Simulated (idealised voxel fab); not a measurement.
process module | voxel ribs on slabs
cross-section cut | 175 nm wide | cells 5 nm
A cross-section is a grid of square cells, given in bands from the top down. A band is one or more rows of cells.
Each band's line starts with the height of the band's top and of its bottom, in nm. Then come its materials from left to right, each with its width in nm. One material with "throughout" fills the band from edge to edge. "air" is empty space.
Height 0 is the level under which the wafer as received is all one material. The lowest band goes on downwards, as in "0 down".
A width such as "30 to 40" changes by the same amount from each row of cells to the next, from the band's top row to its bottom row.
"no change" after a step means that no cell of the cross-section changed.
closed voids: empty space of 8 cells or more with no open way to the top, each as width x height at its distance from the left edge, in nm
after a step's settings: what the simulator itself notes on the step
overlay nm, on a step with a mask: how far to the right of its planned place the mask lay; to the left if negative
Each pair below shows a cross-section before one step and the cross-section after it, down to the lowest band that changed. The line under each pair gives the step between them, with its settings. The pairs can come from different runs of this module on the same starting wafer, so a pair continues from the pair above only where its "before" says so.
before
  0 down: Si throughout
  closed voids: none
after
  20 to 0: SiO2 throughout
  below 0: unchanged
  closed voids: none
the step between: op DIRECTIONAL_DEP | material SiO2 | thk nm 20
before: the cross-section after the pair above
after
  35 to 20: polySi throughout
  below 20: unchanged
  closed voids: none
the step between: op DIRECTIONAL_DEP | material polySi | thk nm 15
before: the cross-section after the pair above
after
  55 to 35: air 70 | resist 30 | air 75
  below 35: unchanged
  closed voids: none
the step between: op PATTERN | tone cover | mask id RIB | material resist | width nm 30 | thk nm 20 | overlay nm 0
before: the cross-section after the pair above
after
  55 to 35: air 70 | resist 30 | air 75
  35 to 30: air 70 | polySi 30 | air 75
  below 30: unchanged
  closed voids: none
the step between: op DIRECTIONAL_ETCH | etch materials polySi | depth nm 5
before: the cross-section after the pair above
after
  35 to 30: air 70 | polySi 30 | air 75
  below 30: unchanged
  closed voids: none
the step between: op STRIP | etch materials resist
before: the cross-section after the pair above
after
  55 to 35: air 40 | resist 90 | air 45
  35 to 30: air 40 | resist 30 | polySi 30 | resist 30 | air 45
  below 30: unchanged
  closed voids: none
the step between: op PATTERN | tone cover | mask id SLAB | material resist | width nm 90 | thk nm 20 | overlay nm 0
before: the cross-section after the pair above
after
  55 to 35: air 40 | resist 90 | air 45
  35 to 30: air 40 | resist 30 | polySi 30 | resist 30 | air 45
  30 to 20: air 40 | polySi 90 | air 45
  below 20: unchanged
  closed voids: none
the step between: op DIRECTIONAL_ETCH | etch materials polySi | depth nm 10
before: the cross-section after the pair above
after
  35 to 30: air 70 | polySi 30 | air 75
  below 30: unchanged
  closed voids: none
the step between: op STRIP | etch materials resist
before: the cross-section after the pair above
after
  65 to 35: SiO2 throughout
  35 to 30: SiO2 70 | polySi 30 | SiO2 75
  30 to 20: SiO2 40 | polySi 90 | SiO2 45
  below 20: unchanged
  closed voids: none
the step between: op FILL_DEP | material SiO2 | thk nm 30
before: the cross-section after the pair above
after
  55 to 35: SiO2 throughout
  below 35: unchanged
  closed voids: none
the step between: op CMP | height nm 55
before: the cross-section after the pair above
after
  65 to 55: TiN throughout
  below 55: unchanged
  closed voids: none
the step between: op DIRECTIONAL_DEP | material TiN | thk nm 10
before: the cross-section after the pair above
after
  85 to 65: air 65 | resist 40 | air 70
  below 65: unchanged
  closed voids: none
the step between: op PATTERN | tone cover | mask id HEATER | material resist | width nm 40 | thk nm 20 | overlay nm 0
before: the cross-section after the pair above
after
  85 to 65: air 65 | resist 40 | air 70
  65 to 55: air 65 | TiN 40 | air 70
  below 55: unchanged
  closed voids: none
the step between: op DIRECTIONAL_ETCH | etch materials TiN | depth nm 10
before: the cross-section after the pair above
after
  65 to 55: air 65 | TiN 40 | air 70
  below 55: unchanged
  closed voids: none
the step between: op STRIP | etch materials resist
before: the cross-section after the pair above
after
  75 to 65: air 55 | SiO2 60 | air 60
  65 to 55: SiO2 65 | TiN 40 | SiO2 70
  below 55: unchanged
  closed voids: none
the step between: op CONFORMAL_DEP | material SiO2 | thk nm 10
before
  35 to 20: polySi throughout
  20 to 0: SiO2 throughout
  0 down: Si throughout
  closed voids: none
after
  50 to 20: polySi throughout
  below 20: unchanged
  closed voids: none
the step between: op DIRECTIONAL_DEP | material polySi | thk nm 15
before: the cross-section after the pair above
after
  70 to 50: air 70 | resist 30 | air 75
  below 50: unchanged
  closed voids: none
the step between: op PATTERN | tone cover | mask id RIB | material resist | width nm 30 | thk nm 20 | overlay nm 0
before: the cross-section after the pair above
after
  70 to 50: air 70 | resist 30 | air 75
  50 to 45: air 70 | polySi 30 | air 75
  below 45: unchanged
  closed voids: none
the step between: op DIRECTIONAL_ETCH | etch materials polySi | depth nm 5
before: the cross-section after the pair above
after
  50 to 45: air 70 | polySi 30 | air 75
  below 45: unchanged
  closed voids: none
the step between: op STRIP | etch materials resist
before: the cross-section after the pair above
after
  70 to 50: air 40 | resist 90 | air 45
  50 to 45: air 40 | resist 30 | polySi 30 | resist 30 | air 45
  below 45: unchanged
  closed voids: none
the step between: op PATTERN | tone cover | mask id SLAB | material resist | width nm 90 | thk nm 20 | overlay nm 0
before: the cross-section after the pair above
after
  70 to 50: air 40 | resist 90 | air 45
  50 to 45: air 40 | resist 30 | polySi 30 | resist 30 | air 45
  45 to 35: air 40 | polySi 90 | air 45
  below 35: unchanged
  closed voids: none
the step between: op DIRECTIONAL_ETCH | etch materials polySi | depth nm 10
before: the cross-section after the pair above
after
  50 to 45: air 70 | polySi 30 | air 75
  below 45: unchanged
  closed voids: none
the step between: op STRIP | etch materials resist
before: the cross-section after the pair above
after
  80 to 50: SiO2 throughout
  50 to 45: SiO2 70 | polySi 30 | SiO2 75
  45 to 35: SiO2 40 | polySi 90 | SiO2 45
  below 35: unchanged
  closed voids: none
the step between: op FILL_DEP | material SiO2 | thk nm 30
before: the cross-section after the pair above
after
  55 to 50: SiO2 throughout
  below 50: unchanged
  closed voids: none
the step between: op CMP | height nm 55
before: the cross-section after the pair above
after
  65 to 55: TiN throughout
  below 55: unchanged
  closed voids: none
the step between: op DIRECTIONAL_DEP | material TiN | thk nm 10
before: the cross-section after the pair above
after
  85 to 65: air 65 | resist 40 | air 70
  below 65: unchanged
  closed voids: none
the step between: op PATTERN | tone cover | mask id HEATER | material resist | width nm 40 | thk nm 20 | overlay nm 0
before: the cross-section after the pair above
after
  85 to 65: air 65 | resist 40 | air 70
  65 to 55: air 65 | TiN 40 | air 70
  below 55: unchanged
  closed voids: none
the step between: op DIRECTIONAL_ETCH | etch materials TiN | depth nm 10
before: the cross-section after the pair above
after
  65 to 55: air 65 | TiN 40 | air 70
  below 55: unchanged
  closed voids: none
the step between: op STRIP | etch materials resist
before: the cross-section after the pair above
after
  75 to 65: air 55 | SiO2 60 | air 60
  65 to 55: SiO2 65 | TiN 40 | SiO2 70
  below 55: unchanged
  closed voids: none
the step between: op CONFORMAL_DEP | material SiO2 | thk nm 10
before
  0 down: Si throughout
  closed voids: none
after
  15 to 0: polySi throughout
  below 0: unchanged
  closed voids: none
the step between: op DIRECTIONAL_DEP | material polySi | thk nm 15
before: the cross-section after the pair above
after
  35 to 15: SiO2 throughout
  below 15: unchanged
  closed voids: none
the step between: op DIRECTIONAL_DEP | material SiO2 | thk nm 20
before: the cross-section after the pair above
after
  55 to 35: air 70 | resist 30 | air 75
  below 35: unchanged
  closed voids: none
the step between: op PATTERN | tone cover | mask id RIB | material resist | width nm 30 | thk nm 20 | overlay nm 0
before: the cross-section after the pair above
after
  35 to 15: SiO2 throughout
  below 15: unchanged
  closed voids: none
the step between: op STRIP | etch materials resist
before: the cross-section after the pair above
after
  55 to 35: air 40 | resist 90 | air 45
  below 35: unchanged
  closed voids: none
the step between: op PATTERN | tone cover | mask id SLAB | material resist | width nm 90 | thk nm 20 | overlay nm 0
before: the cross-section after the pair above
after
  35 to 15: SiO2 throughout
  below 15: unchanged
  closed voids: none
the step between: op STRIP | etch materials resist
before: the cross-section after the pair above
after
  65 to 15: SiO2 throughout
  below 15: unchanged
  closed voids: none
the step between: op FILL_DEP | material SiO2 | thk nm 30
before: the cross-section after the pair above
after
  55 to 15: SiO2 throughout
  below 15: unchanged
  closed voids: none
the step between: op CMP | height nm 55
before: the cross-section after the pair above
after
  65 to 55: TiN throughout
  below 55: unchanged
  closed voids: none
the step between: op DIRECTIONAL_DEP | material TiN | thk nm 10
before: the cross-section after the pair above
after
  85 to 65: air 65 | resist 40 | air 70
  below 65: unchanged
  closed voids: none
the step between: op PATTERN | tone cover | mask id HEATER | material resist | width nm 40 | thk nm 20 | overlay nm 0
before: the cross-section after the pair above
after
  85 to 65: air 65 | resist 40 | air 70
  65 to 55: air 65 | TiN 40 | air 70
  below 55: unchanged
  closed voids: none
the step between: op DIRECTIONAL_ETCH | etch materials TiN | depth nm 10
before: the cross-section after the pair above
after
  65 to 55: air 65 | TiN 40 | air 70
  below 55: unchanged
  closed voids: none
the step between: op STRIP | etch materials resist
before: the cross-section after the pair above
after
  75 to 65: air 55 | SiO2 60 | air 60
  65 to 55: SiO2 65 | TiN 40 | SiO2 70
  below 55: unchanged
  closed voids: none
the step between: op CONFORMAL_DEP | material SiO2 | thk nm 10
before
  20 to 0: SiO2 throughout
  0 down: Si throughout
  closed voids: none
after
  40 to 20: polySi throughout
  below 20: unchanged
  closed voids: none
the step between: op DIRECTIONAL_DEP | material polySi | thk nm 20
before: the cross-section after the pair above
after
  60 to 40: air 70 | resist 30 | air 75
  below 40: unchanged
  closed voids: none
the step between: op PATTERN | tone cover | mask id RIB | material resist | width nm 30 | thk nm 20 | overlay nm 0
before: the cross-section after the pair above
after
  60 to 40: air 70 | resist 30 | air 75
  40 to 35: air 70 | polySi 30 | air 75
  below 35: unchanged
  closed voids: none
the step between: op DIRECTIONAL_ETCH | etch materials polySi | depth nm 5
before: the cross-section after the pair above
after
  40 to 35: air 70 | polySi 30 | air 75
  below 35: unchanged
  closed voids: none
the step between: op STRIP | etch materials resist
before: the cross-section after the pair above
after
  60 to 40: air 40 | resist 90 | air 45
  40 to 35: air 40 | resist 30 | polySi 30 | resist 30 | air 45
  below 35: unchanged
  closed voids: none
the step between: op PATTERN | tone cover | mask id SLAB | material resist | width nm 90 | thk nm 20 | overlay nm 0
before: the cross-section after the pair above
after
  60 to 40: air 40 | resist 90 | air 45
  40 to 35: air 40 | resist 30 | polySi 30 | resist 30 | air 45
  35 to 25: air 40 | polySi 90 | air 45
  below 25: unchanged
  closed voids: none
the step between: op DIRECTIONAL_ETCH | etch materials polySi | depth nm 10
before: the cross-section after the pair above
after
  40 to 35: air 70 | polySi 30 | air 75
  below 35: unchanged
  closed voids: none
the step between: op STRIP | etch materials resist
before: the cross-section after the pair above
after
  70 to 40: SiO2 throughout
  40 to 35: SiO2 70 | polySi 30 | SiO2 75
  35 to 25: SiO2 40 | polySi 90 | SiO2 45
  below 25: unchanged
  closed voids: none
the step between: op FILL_DEP | material SiO2 | thk nm 30
before: the cross-section after the pair above
after
  55 to 40: SiO2 throughout
  below 40: unchanged
  closed voids: none
the step between: op CMP | height nm 55
before: the cross-section after the pair above
after
  65 to 55: TiN throughout
  below 55: unchanged
  closed voids: none
the step between: op DIRECTIONAL_DEP | material TiN | thk nm 10
before: the cross-section after the pair above
after
  85 to 65: air 65 | resist 40 | air 70
  below 65: unchanged
  closed voids: none
the step between: op PATTERN | tone cover | mask id HEATER | material resist | width nm 40 | thk nm 20 | overlay nm 0
before: the cross-section after the pair above
after
  85 to 65: air 65 | resist 40 | air 70
  65 to 55: air 65 | TiN 40 | air 70
  below 55: unchanged
  closed voids: none
the step between: op DIRECTIONAL_ETCH | etch materials TiN | depth nm 10
before: the cross-section after the pair above
after
  65 to 55: air 65 | TiN 40 | air 70
  below 55: unchanged
  closed voids: none
the step between: op STRIP | etch materials resist
before: the cross-section after the pair above
after
  75 to 65: air 55 | SiO2 60 | air 60
  65 to 55: SiO2 65 | TiN 40 | SiO2 70
  below 55: unchanged
  closed voids: none
the step between: op CONFORMAL_DEP | material SiO2 | thk nm 10
before
  65 to 55: TiN throughout
  55 to 35: SiO2 throughout
  35 to 30: SiO2 70 | polySi 30 | SiO2 75
  30 to 20: SiO2 40 | polySi 90 | SiO2 45
  20 to 0: SiO2 throughout
  0 down: Si throughout
  closed voids: none
after
  85 to 65: air 70 | resist 35 | air 70
  below 65: unchanged
  closed voids: none
the step between: op PATTERN | tone cover | mask id HEATER | material resist | width nm 35 | thk nm 20 | overlay nm 0
before: the cross-section after the pair above
after
  85 to 65: air 70 | resist 35 | air 70
  65 to 55: air 70 | TiN 35 | air 70
  below 55: unchanged
  closed voids: none
the step between: op DIRECTIONAL_ETCH | etch materials TiN | depth nm 10
before: the cross-section after the pair above
after
  65 to 55: air 70 | TiN 35 | air 70
  below 55: unchanged
  closed voids: none
the step between: op STRIP | etch materials resist
before: the cross-section after the pair above
after
  75 to 65: air 60 | SiO2 55 | air 60
  65 to 55: SiO2 70 | TiN 35 | SiO2 70
  below 55: unchanged
  closed voids: none
the step between: op CONFORMAL_DEP | material SiO2 | thk nm 10
before
  35 to 20: polySi throughout
  20 to 0: SiO2 throughout
  0 down: Si throughout
  closed voids: none
after
  55 to 35: air 75 | resist 30 | air 70
  below 35: unchanged
  closed voids: none
the step between: op PATTERN | tone cover | mask id RIB | material resist | width nm 30 | thk nm 20 | overlay nm 5
before: the cross-section after the pair above
after
  55 to 35: air 75 | resist 30 | air 70
  35 to 30: air 75 | polySi 30 | air 70
  below 30: unchanged
  closed voids: none
the step between: op DIRECTIONAL_ETCH | etch materials polySi | depth nm 5
before: the cross-section after the pair above
after
  35 to 30: air 75 | polySi 30 | air 70
  below 30: unchanged
  closed voids: none
the step between: op STRIP | etch materials resist
before: the cross-section after the pair above
after
  55 to 35: air 40 | resist 90 | air 45
  35 to 30: air 40 | resist 35 | polySi 30 | resist 25 | air 45
  below 30: unchanged
  closed voids: none
the step between: op PATTERN | tone cover | mask id SLAB | material resist | width nm 90 | thk nm 20 | overlay nm 0
before: the cross-section after the pair above
after
  55 to 35: air 40 | resist 90 | air 45
  35 to 30: air 40 | resist 35 | polySi 30 | resist 25 | air 45
  30 to 20: air 40 | polySi 90 | air 45
  below 20: unchanged
  closed voids: none
the step between: op DIRECTIONAL_ETCH | etch materials polySi | depth nm 10
before: the cross-section after the pair above
after
  35 to 30: air 75 | polySi 30 | air 70
  below 30: unchanged
  closed voids: none
the step between: op STRIP | etch materials resist
before: the cross-section after the pair above
after
  65 to 35: SiO2 throughout
  35 to 30: SiO2 75 | polySi 30 | SiO2 70
  30 to 20: SiO2 40 | polySi 90 | SiO2 45
  below 20: unchanged
  closed voids: none
the step between: op FILL_DEP | material SiO2 | thk nm 30
before: the cross-section after the pair above
after
  55 to 35: SiO2 throughout
  below 35: unchanged
  closed voids: none
the step between: op CMP | height nm 55
before: the cross-section after the pair above
after
  65 to 55: TiN throughout
  below 55: unchanged
  closed voids: none
the step between: op DIRECTIONAL_DEP | material TiN | thk nm 10
before: the cross-section after the pair above
after
  85 to 65: air 65 | resist 40 | air 70
  below 65: unchanged
  closed voids: none
the step between: op PATTERN | tone cover | mask id HEATER | material resist | width nm 40 | thk nm 20 | overlay nm 0
before: the cross-section after the pair above
after
  85 to 65: air 65 | resist 40 | air 70
  65 to 55: air 65 | TiN 40 | air 70
  below 55: unchanged
  closed voids: none
the step between: op DIRECTIONAL_ETCH | etch materials TiN | depth nm 10
before: the cross-section after the pair above
after
  65 to 55: air 65 | TiN 40 | air 70
  below 55: unchanged
  closed voids: none
the step between: op STRIP | etch materials resist
before: the cross-section after the pair above
after
  75 to 65: air 55 | SiO2 60 | air 60
  65 to 55: SiO2 65 | TiN 40 | SiO2 70
  below 55: unchanged
  closed voids: none
the step between: op CONFORMAL_DEP | material SiO2 | thk nm 10
before
  20 to 0: SiO2 throughout
  0 down: Si throughout
  closed voids: none
after
  35 to 0: SiO2 throughout
  below 0: unchanged
  closed voids: none
the step between: op DIRECTIONAL_DEP | material SiO2 | thk nm 15
before: the cross-section after the pair above
after
  55 to 35: air 70 | resist 30 | air 75
  below 35: unchanged
  closed voids: none
the step between: op PATTERN | tone cover | mask id RIB | material resist | width nm 30 | thk nm 20 | overlay nm 0
before: the cross-section after the pair above
after
  35 to 0: SiO2 throughout
  below 0: unchanged
  closed voids: none
the step between: op STRIP | etch materials resist
before: the cross-section after the pair above
after
  55 to 35: air 40 | resist 90 | air 45
  below 35: unchanged
  closed voids: none
the step between: op PATTERN | tone cover | mask id SLAB | material resist | width nm 90 | thk nm 20 | overlay nm 0
before: the cross-section after the pair above
after
  35 to 0: SiO2 throughout
  below 0: unchanged
  closed voids: none
the step between: op STRIP | etch materials resist
before: the cross-section after the pair above
after
  65 to 0: SiO2 throughout
  below 0: unchanged
  closed voids: none
the step between: op FILL_DEP | material SiO2 | thk nm 30
before: the cross-section after the pair above
after
  55 to 0: SiO2 throughout
  below 0: unchanged
  closed voids: none
the step between: op CMP | height nm 55
before: the cross-section after the pair above
after
  65 to 55: TiN throughout
  below 55: unchanged
  closed voids: none
the step between: op DIRECTIONAL_DEP | material TiN | thk nm 10
before: the cross-section after the pair above
after
  85 to 65: air 65 | resist 40 | air 70
  below 65: unchanged
  closed voids: none
the step between: op PATTERN | tone cover | mask id HEATER | material resist | width nm 40 | thk nm 20 | overlay nm 0
before: the cross-section after the pair above
after
  85 to 65: air 65 | resist 40 | air 70
  65 to 55: air 65 | TiN 40 | air 70
  below 55: unchanged
  closed voids: none
the step between: op DIRECTIONAL_ETCH | etch materials TiN | depth nm 10
before: the cross-section after the pair above
after
  65 to 55: air 65 | TiN 40 | air 70
  below 55: unchanged
  closed voids: none
the step between: op STRIP | etch materials resist
before: the cross-section after the pair above
after
  75 to 65: air 55 | SiO2 60 | air 60
  65 to 55: SiO2 65 | TiN 40 | SiO2 70
  below 55: unchanged
  closed voids: none
the step between: op CONFORMAL_DEP | material SiO2 | thk nm 10
before
  35 to 30: air 70 | polySi 30 | air 75
  30 to 20: polySi throughout
  20 to 0: SiO2 throughout
  0 down: Si throughout
  closed voids: none
after
  55 to 35: resist 40 | air 90 | resist 45
  35 to 30: resist 40 | air 30 | polySi 30 | air 30 | resist 45
  below 30: unchanged
  closed voids: none
the step between: op PATTERN | tone open | mask id SLAB | material resist | width nm 90 | thk nm 20 | overlay nm 0
before: the cross-section after the pair above
after
  55 to 30: resist 40 | air 90 | resist 45
  30 to 25: polySi 40 | air 90 | polySi 45
  25 to 20: polySi 40 | air 30 | polySi 30 | air 30 | polySi 45
  below 20: unchanged
  closed voids: none
the step between: op DIRECTIONAL_ETCH | etch materials polySi | depth nm 10
before: the cross-section after the pair above
after
  30 to 25: polySi 40 | air 90 | polySi 45
  below 25: unchanged
  closed voids: none
the step between: op STRIP | etch materials resist
before: the cross-section after the pair above
after
  60 to 30: SiO2 throughout
  30 to 25: polySi 40 | SiO2 90 | polySi 45
  25 to 20: polySi 40 | SiO2 30 | polySi 30 | SiO2 30 | polySi 45
  below 20: unchanged
  closed voids: none
the step between: op FILL_DEP | material SiO2 | thk nm 30
before: the cross-section after the pair above
after
  55 to 30: SiO2 throughout
  below 30: unchanged
  closed voids: none
the step between: op CMP | height nm 55
before: the cross-section after the pair above
after
  65 to 55: TiN throughout
  below 55: unchanged
  closed voids: none
the step between: op DIRECTIONAL_DEP | material TiN | thk nm 10
before: the cross-section after the pair above
after
  85 to 65: air 65 | resist 40 | air 70
  below 65: unchanged
  closed voids: none
the step between: op PATTERN | tone cover | mask id HEATER | material resist | width nm 40 | thk nm 20 | overlay nm 0
before: the cross-section after the pair above
after
  85 to 65: air 65 | resist 40 | air 70
  65 to 55: air 65 | TiN 40 | air 70
  below 55: unchanged
  closed voids: none
the step between: op DIRECTIONAL_ETCH | etch materials TiN | depth nm 10
before: the cross-section after the pair above
after
  65 to 55: air 65 | TiN 40 | air 70
  below 55: unchanged
  closed voids: none
the step between: op STRIP | etch materials resist
before: the cross-section after the pair above
after
  75 to 65: air 55 | SiO2 60 | air 60
  65 to 55: SiO2 65 | TiN 40 | SiO2 70
  below 55: unchanged
  closed voids: none
the step between: op CONFORMAL_DEP | material SiO2 | thk nm 10
